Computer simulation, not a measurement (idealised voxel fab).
process module | voxel air gaps
cross-section cut | 285 nm wide | cells 5 nm
A cross-section is a grid of square cells, given in bands from the top down. A band is one or more rows of cells.
Each band's line starts with the height of the band's top and of its bottom, in nm. Then come its materials from left to right, each with its width in nm. One material with "throughout" fills the band from edge to edge. "air" is empty space.
Height 0 is the level under which the wafer as received is all one material. The lowest band goes on downwards, as in "0 down".
A width such as "30 to 40" changes by the same amount from each row of cells to the next, from the band's top row to its bottom row.
"no change" after a step means that no cell of the cross-section changed.
closed voids: empty space of 8 cells or more with no open way to the top, each as width x height at its distance from the left edge, in nm
after a step's settings: what the simulator itself notes on the step
overlay nm, on a step with a mask: how far to the right of its planned place the mask lay; to the left if negative
plan
1 op RECEIVE | material Si
2 op CONFORMAL_DEP | material SiO2 | thk nm 5
3 op CONFORMAL_DEP | material SiCN | thk nm 5
4 op DIRECTIONAL_DEP | material SiO2 | thk nm 40
5 op MASKED_ETCH | tone open | mask id LINES | width nm 25 | pitch nm 50 | etch materials SiO2 | depth nm 40 | overlay nm 0
6 op CONFORMAL_DEP | material TiN | thk nm 5
7 op FILL_DEP | material W | thk nm 10
8 op CMP | height nm 55
9 op EPI | material Ru | thk nm 10
10 op SELECTIVE_ETCH | etch materials SiO2 | depth nm 50
11 op CONFORMAL_DEP | material SiCN | thk nm 5
varied across the wafers: thk nm of step 2. The plan shows the first wafer's value. All wafers start alike
first wafer as received, after step 1
  0 down: Si throughout
  closed voids: none
first wafer at the end, after step 11
  70 to 65: SiCN throughout
  65 to 55: Ru throughout
  55 to 50: TiN 85 | W 15 | TiN 35 | W 15 | TiN 35 | W 15 | TiN 85
  50 to 15: SiO2 80 | TiN 5 | W 15 | TiN 5 | SiO2 25 | TiN 5 | W 15 | TiN 5 | SiO2 25 | TiN 5 | W 15 | TiN 5 | SiO2 80
  15 to 10: SiO2 80 | TiN 25 | SiO2 25 | TiN 25 | SiO2 25 | TiN 25 | SiO2 80
  10 to 5: SiCN throughout
  5 to 0: SiO2 throughout
  0 down: Si throughout
  closed voids: none
last wafer at the end
  70 to 65: air 65 | SiCN 155 | air 65
  65 to 55: air 65 | SiCN 5 | Ru 45 | SiCN 5 | Ru 45 | SiCN 5 | Ru 45 | SiCN 5 | air 65
  55 to 50: air 65 | SiCN 15 | TiN 5 | W 15 | TiN 5 | SiCN 25 | TiN 5 | W 15 | TiN 5 | SiCN 25 | TiN 5 | W 15 | TiN 5 | SiCN 15 | air 65
  50 to 35: air 75 | SiCN 5 | TiN 5 | W 15 | TiN 5 | SiCN 5 | air 15 | SiCN 5 | TiN 5 | W 15 | TiN 5 | SiCN 5 | air 15 | SiCN 5 | TiN 5 | W 15 | TiN 5 | SiCN 5 | air 75
  35 to 30: SiCN 80 | TiN 25 | SiCN 25 | TiN 25 | SiCN 25 | TiN 25 | SiCN 80
  30 to 25: SiCN throughout
  25 to 0: SiO2 throughout
  0 down: Si throughout
  closed voids: 15 x 15 at 110; 15 x 15 at 160
each wafer at the end: cells of each material gained (+) or lost (-) since it was received, then its closed voids
thk nm 5 | +114 Ru | +114 SiCN | +393 SiO2 | +105 TiN | +72 W | closed voids: none
thk nm 10 | +54 Ru | +190 SiCN | +114 SiO2 | +57 TiN | +63 W | closed voids: 15 x 30 at 110; 15 x 30 at 160
thk nm 15 | +54 Ru | +184 SiCN | +171 SiO2 | +51 TiN | +54 W | closed voids: 15 x 25 at 110; 15 x 25 at 160
thk nm 20 | +54 Ru | +178 SiCN | +228 SiO2 | +45 TiN | +45 W | closed voids: 15 x 20 at 110; 15 x 20 at 160
thk nm 25 | +54 Ru | +172 SiCN | +285 SiO2 | +39 TiN | +36 W | closed voids: 15 x 15 at 110; 15 x 15 at 160
